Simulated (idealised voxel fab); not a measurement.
process module | voxel transistor to metal
cross-section cut | 205 nm wide | cells 5 nm
A cross-section is a grid of square cells, given in bands from the top down. A band is one or more rows of cells.
Each band's line starts with the height of the band's top and of its bottom, in nm. Then come its materials from left to right, each with its width in nm. One material with "throughout" fills the band from edge to edge. "air" is empty space.
Height 0 is the level under which the wafer as received is all one material. The lowest band goes on downwards, as in "0 down".
A width such as "30 to 40" changes by the same amount from each row of cells to the next, from the band's top row to its bottom row.
"no change" after a step means that no cell of the cross-section changed.
closed voids: empty space of 8 cells or more with no open way to the top, each as width x height at its distance from the left edge, in nm
after a step's settings: what the simulator itself notes on the step
overlay nm, on a step with a mask: how far to the right of its planned place the mask lay; to the left if negative
plan
1 op RECEIVE | material Si
2 op OXIDIZE | depth nm 5
3 op CONFORMAL_DEP | material SiN | thk nm 15
4 op PATTERN | tone cover | mask id ACTIVE | material resist | width nm 105 | thk nm 20 | overlay nm 0
5 op DIRECTIONAL_ETCH | etch materials SiN | depth nm 15
6 op DIRECTIONAL_ETCH | etch materials SiO2 | depth nm 5
7 op DIRECTIONAL_ETCH | etch materials Si | depth nm 35
8 op STRIP | etch materials resist
9 op FILL_DEP | material SiO2 | thk nm 10
10 op CMP | height nm 15
11 op SELECTIVE_ETCH | etch materials SiO2 | depth nm 15
12 op STRIP | etch materials SiN
13 op SELECTIVE_ETCH | etch materials SiO2 | depth nm 5
14 op OXIDIZE | depth nm 5
15 op DIRECTIONAL_DEP | material polySi | thk nm 20
16 op DIRECTIONAL_DEP | material SiCN | thk nm 15
17 op MASKED_ETCH | tone cover | mask id GATE | width nm 35 | etch materials SiCN | depth nm 25 | overlay nm 0
18 op MASKED_ETCH | tone cover | mask id GATE | width nm 35 | etch materials polySi | depth nm 30 | overlay nm 0
19 op CONFORMAL_DEP | material SiN | thk nm 10
20 op DIRECTIONAL_ETCH | etch materials SiN | depth nm 10
21 op DIRECTIONAL_ETCH | etch materials SiO2 | depth nm 5
22 op DIRECTIONAL_ETCH | etch materials Si | depth nm 10
23 op EPI | material SiGe | thk nm 10
24 op FILL_DEP | material SiO2 | thk nm 5
25 op CMP | height nm 15
26 op STRIP | etch materials polySi
27 op SELECTIVE_ETCH | etch materials SiO2 | depth nm 5
28 op CONFORMAL_DEP | material HfO2 | thk nm 5
29 op CONFORMAL_DEP | material TiN | thk nm 5
30 op FILL_DEP | material W | thk nm 5
31 op CMP | height nm 10
32 op DIRECTIONAL_DEP | material SiO2 | thk nm 10
33 op MASKED_ETCH | tone open | mask id CONTACT | width nm 15 | pitch nm 80 | etch materials SiO2 | depth nm 30 | overlay nm 0
34 op CONFORMAL_DEP | material TiN | thk nm 5
35 op FILL_DEP | material W | thk nm 10
36 op CMP | height nm 20
37 op CONFORMAL_DEP | material SiCN | thk nm 5
38 op DIRECTIONAL_DEP | material SiO2 | thk nm 20
39 op DIRECTIONAL_DEP | material aC | thk nm 15
40 op PATTERN | tone open | mask id METAL_1 | material resist | width nm 15 | pitch nm 80 | thk nm 30 | overlay nm 0
41 op DIRECTIONAL_ETCH | etch materials aC | depth nm 15
42 op STRIP | etch materials resist
43 op DIRECTIONAL_ETCH | etch materials SiO2 | depth nm 20
44 op DIRECTIONAL_ETCH | etch materials SiCN | depth nm 5
45 op STRIP | etch materials aC
46 op CONFORMAL_DEP | material TiN | thk nm 5
47 op FILL_DEP | material W | thk nm 5
48 op CMP | height nm 45
49 op EPI | material Ru | thk nm 5
50 op FILL_DEP | material SiCN | thk nm 5
51 op DIRECTIONAL_DEP | material SiO2 | thk nm 25
52 op DIRECTIONAL_DEP | material aC | thk nm 15
53 op PATTERN | tone open | mask id METAL_2 | material resist | width nm 15 | pitch nm 80 | thk nm 35 | overlay nm 0
54 op DIRECTIONAL_ETCH | etch materials aC | depth nm 15
55 op STRIP | etch materials resist
56 op DIRECTIONAL_ETCH | etch materials SiO2 | depth nm 15
57 op STRIP | etch materials aC
58 op PATTERN | tone open | mask id METAL_2_HOLES | material resist | width nm 15 | pitch nm 80 | thk nm 20 | overlay nm 0
59 op DIRECTIONAL_ETCH | etch materials SiO2 | depth nm 10
60 op DIRECTIONAL_ETCH | etch materials SiCN | depth nm 5
61 op STRIP | etch materials resist
62 op CONFORMAL_DEP | material TiN | thk nm 5
63 op FILL_DEP | material Ru | thk nm 5
64 op CMP | height nm 80
65 op CONFORMAL_DEP | material SiCN | thk nm 5
as received, after step 1
  0 down: Si throughout
  closed voids: none
first wafer at the end, as planned
  85 to 80: SiCN throughout
  80 to 55: SiO2 55 | TiN 5 | Ru 5 | TiN 5 | SiO2 65 | TiN 5 | Ru 5 | TiN 5 | SiO2 55
  55 to 50: SiCN 55 | TiN 15 | SiCN 65 | TiN 15 | SiCN 55
  50 to 45: SiCN 50 | Ru 25 | SiCN 55 | Ru 25 | SiCN 50
  45 to 25: SiO2 55 | TiN 5 | W 5 | TiN 5 | SiO2 65 | TiN 5 | W 5 | TiN 5 | SiO2 55
  25 to 20: SiCN 55 | TiN 15 | SiCN 65 | TiN 15 | SiCN 55
  20 to 10: SiO2 55 | TiN 5 | W 5 | TiN 5 | SiO2 65 | TiN 5 | W 5 | TiN 5 | SiO2 55
  10 to 5: SiO2 55 | TiN 5 | W 5 | TiN 5 | SiO2 5 | SiN 10 | HfO2 5 | TiN 5 | W 15 | TiN 5 | HfO2 5 | SiN 10 | SiO2 5 | TiN 5 | W 5 | TiN 5 | SiO2 55
  5 to 0: SiO2 55 | TiN 15 | SiO2 5 | SiN 10 | HfO2 5 | TiN 5 | W 15 | TiN 5 | HfO2 5 | SiN 10 | SiO2 5 | TiN 15 | SiO2 55
  0 to -5: SiO2 55 | TiN 10 | SiGe 10 | SiN 10 | HfO2 5 | TiN 25 | HfO2 5 | SiN 10 | SiGe 10 | TiN 10 | SiO2 55
  -5 to -10: SiO2 55 | TiN 10 | SiGe 10 | SiO2 5 | HfO2 45 | SiO2 5 | SiGe 10 | TiN 10 | SiO2 55
  -10 to -20: SiO2 50 | SiGe 25 | Si 55 | SiGe 25 | SiO2 50
  -20 to -40: SiO2 50 | Si 105 | SiO2 50
  -40 down: Si throughout
  closed voids: none
second wafer at the end: like start, like plan, one mistake
  85 to 80: SiCN throughout
  80 to 75: Ru throughout
  75 to 70: Ru 50 | TiN 25 | Ru 55 | TiN 25 | Ru 50
  70 to 65: TiN 55 | SiO2 15 | TiN 65 | SiO2 15 | TiN 55
  65 to 55: SiO2 throughout
  55 to 50: SiCN throughout
  50 to 45: SiCN 50 | Ru 25 | SiCN 55 | Ru 25 | SiCN 50
  45 to 25: SiO2 55 | TiN 5 | W 5 | TiN 5 | SiO2 65 | TiN 5 | W 5 | TiN 5 | SiO2 55
  25 to 20: SiCN 55 | TiN 15 | SiCN 65 | TiN 15 | SiCN 55
  20 to 10: SiO2 55 | TiN 5 | W 5 | TiN 5 | SiO2 65 | TiN 5 | W 5 | TiN 5 | SiO2 55
  10 to 5: SiO2 55 | TiN 5 | W 5 | TiN 5 | SiO2 5 | SiN 10 | HfO2 5 | TiN 5 | W 15 | TiN 5 | HfO2 5 | SiN 10 | SiO2 5 | TiN 5 | W 5 | TiN 5 | SiO2 55
  5 to 0: SiO2 55 | TiN 15 | SiO2 5 | SiN 10 | HfO2 5 | TiN 5 | W 15 | TiN 5 | HfO2 5 | SiN 10 | SiO2 5 | TiN 15 | SiO2 55
  0 to -5: SiO2 55 | TiN 10 | SiGe 10 | SiN 10 | HfO2 5 | TiN 25 | HfO2 5 | SiN 10 | SiGe 10 | TiN 10 | SiO2 55
  -5 to -10: SiO2 55 | TiN 10 | SiGe 10 | SiO2 5 | HfO2 45 | SiO2 5 | SiGe 10 | TiN 10 | SiO2 55
  -10 to -20: SiO2 50 | SiGe 25 | Si 55 | SiGe 25 | SiO2 50
  -20 to -40: SiO2 50 | Si 105 | SiO2 50
  -40 down: Si throughout
  closed voids: none
what went wrong: step 53 ran as: op PATTERN | tone cover | mask id METAL_2 | material resist | width nm 15 | pitch nm 80 | thk nm 35 | overlay nm 0
at the end the second wafer has, in cells: 62 more of Ru | 6 more of SiCN | 87 fewer of SiO2 | 19 more of TiN
